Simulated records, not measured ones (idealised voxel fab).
The following is a process module called voxel air gaps.
cross-section cut | 205 nm wide | cells 5 nm
In what follows, cross-sections appear as grids of square cells, described through bands that run from the top down, where every band is one or more rows of cells. In this notation a band is specified by the heights of its top and bottom, in that order and in nm, after which its materials appear from left to right, each paired with its width in nm. The word "everywhere" attached to a single material means that material fills the band from edge to edge; the word "air" stands for empty space. Convention: height 0 is the level below which the wafer, as received, is all one material. The lowest band does not terminate at the bottom but continues downward, represented as "0..down". It should be noted that a width expressed as "30->40" varies in equal increments from row to row of cells within the band, taking the value of the first number at the top row and that of the second number at the bottom row. Basically "nothing got changed" means that step didn't change any cell in the cross-section. The label "Closed void listing" introduces a list of the empty spaces, 8 cells or larger, that have no open way up to the top; each entry in it reads width x height at distance, where the distance is taken from the left edge and all three are stated in nm. Whatever follows a step's settings on its line is a remark the simulator itself makes about that step. "overlay nm" on a masked step: distance the mask lay right of its planned place, negative for left.
STEPS PLANNED FOR THE PROCESS
1: RECEIVE [material Si]
2: CONFORMAL_DEP [material SiO2] [thk nm 15]
3: CONFORMAL_DEP [material SiN] [thk nm 5]
4: DIRECTIONAL_DEP [material lowk] [thk nm 40]
5: MASKED_ETCH [tone open] [mask id LINES] [width nm 25] [pitch nm 55] [etch materials lowk] [depth nm 40] [overlay nm -15]
6: CONFORMAL_DEP [material TiN] [thk nm 5]
7: FILL_DEP [material Ru] [thk nm 5]
8: CMP [height nm 60]
9: EPI [material Ru] [thk nm 10]
10: SELECTIVE_ETCH [etch materials lowk] [depth nm 50]
11: CONFORMAL_DEP [material SiCN] [thk nm 5]
Split variable: overlay nm, step 5. Plan value = first wafer. Wafers start alike.
CROSS-SECTION, FIRST OF SEVERAL WAFERS, AS DELIVERED AFTER STEP 1
- 0..down  Si everywhere
- Closed void listing: none
THE FIGURE BELOW PRESENTS A CROSS-SECTION OF THE FIRST OF SEVERAL WAFERS AT THE CONCLUSION OF THE MODULE, FOLLOWING ITS LAST STEP, STEP 11
- 75..70  5 nm air | 165 nm SiCN | 35 nm air
- 70..60  5 nm air | 5 nm SiCN | 45 nm Ru | 10 nm SiCN | 45 nm Ru | 10 nm SiCN | 45 nm Ru | 5 nm SiCN | 35 nm air
- 60..55  5 nm air | 15 nm SiCN | 5 nm TiN | 15 nm Ru | 5 nm TiN | 30 nm SiCN | 5 nm TiN | 15 nm Ru | 5 nm TiN | 30 nm SiCN | 5 nm TiN | 15 nm Ru | 5 nm TiN | 15 nm SiCN | 35 nm air
- 55..25  15 nm air | 5 nm SiCN | 5 nm TiN | 15 nm Ru | 5 nm TiN | 5 nm SiCN | 20 nm air | 5 nm SiCN | 5 nm TiN | 15 nm Ru | 5 nm TiN | 5 nm SiCN | 20 nm air | 5 nm SiCN | 5 nm TiN | 15 nm Ru | 5 nm TiN | 5 nm SiCN | 45 nm air
- 25..20  20 nm SiCN | 25 nm TiN | 30 nm SiCN | 25 nm TiN | 30 nm SiCN | 25 nm TiN | 50 nm SiCN
- 20..15  SiN everywhere
- 15..0  SiO2 everywhere
- 0..down  Si everywhere
- Closed void listing: 20 x 30 at 50; 20 x 30 at 105
LAST WAFER OF THE SET, CROSS-SECTIONED AT END OF MODULE
- 75..70  35 nm air | 165 nm SiCN | 5 nm air
- 70..60  35 nm air | 5 nm SiCN | 45 nm Ru | 10 nm SiCN | 45 nm Ru | 10 nm SiCN | 45 nm Ru | 5 nm SiCN | 5 nm air
- 60..55  35 nm air | 15 nm SiCN | 5 nm TiN | 15 nm Ru | 5 nm TiN | 30 nm SiCN | 5 nm TiN | 15 nm Ru | 5 nm TiN | 30 nm SiCN | 5 nm TiN | 15 nm Ru | 5 nm TiN | 15 nm SiCN | 5 nm air
- 55..25  45 nm air | 5 nm SiCN | 5 nm TiN | 15 nm Ru | 5 nm TiN | 5 nm SiCN | 20 nm air | 5 nm SiCN | 5 nm TiN | 15 nm Ru | 5 nm TiN | 5 nm SiCN | 20 nm air | 5 nm SiCN | 5 nm TiN | 15 nm Ru | 5 nm TiN | 5 nm SiCN | 15 nm air
- 25..20  50 nm SiCN | 25 nm TiN | 30 nm SiCN | 25 nm TiN | 30 nm SiCN | 25 nm TiN | 20 nm SiCN
- 20..15  SiN everywhere
- 15..0  SiO2 everywhere
- 0..down  Si everywhere
- Closed void listing: 20 x 30 at 80; 20 x 30 at 135
TABULATED BELOW, WAFER BY WAFER, ARE THE END-OF-MODULE RESULTS: FOR EACH MATERIAL, THE NUMBER OF CELLS GAINED (+) OR LOST (-) RELATIVE TO THE AS-RECEIVED STATE, FOLLOWED BY THE CLOSED VOIDS
overlay nm -15; +117 Ru; +125 SiCN; +41 SiN; +123 SiO2; +57 TiN; Closed void listing: 20 x 30 at 50; 20 x 30 at 105
overlay nm -10; +117 Ru; +125 SiCN; +41 SiN; +123 SiO2; +57 TiN; Closed void listing: 20 x 30 at 55; 20 x 30 at 110
overlay nm -5; +117 Ru; +125 SiCN; +41 SiN; +123 SiO2; +57 TiN; Closed void listing: 20 x 30 at 60; 20 x 30 at 115
overlay nm 0; +117 Ru; +125 SiCN; +41 SiN; +123 SiO2; +57 TiN; Closed void listing: 20 x 30 at 65; 20 x 30 at 120
overlay nm 5; +117 Ru; +125 SiCN; +41 SiN; +123 SiO2; +57 TiN; Closed void listing: 20 x 30 at 70; 20 x 30 at 125
overlay nm 10; +117 Ru; +125 SiCN; +41 SiN; +123 SiO2; +57 TiN; Closed void listing: 20 x 30 at 75; 20 x 30 at 130
overlay nm 15; +117 Ru; +125 SiCN; +41 SiN; +123 SiO2; +57 TiN; Closed void listing: 20 x 30 at 80; 20 x 30 at 135
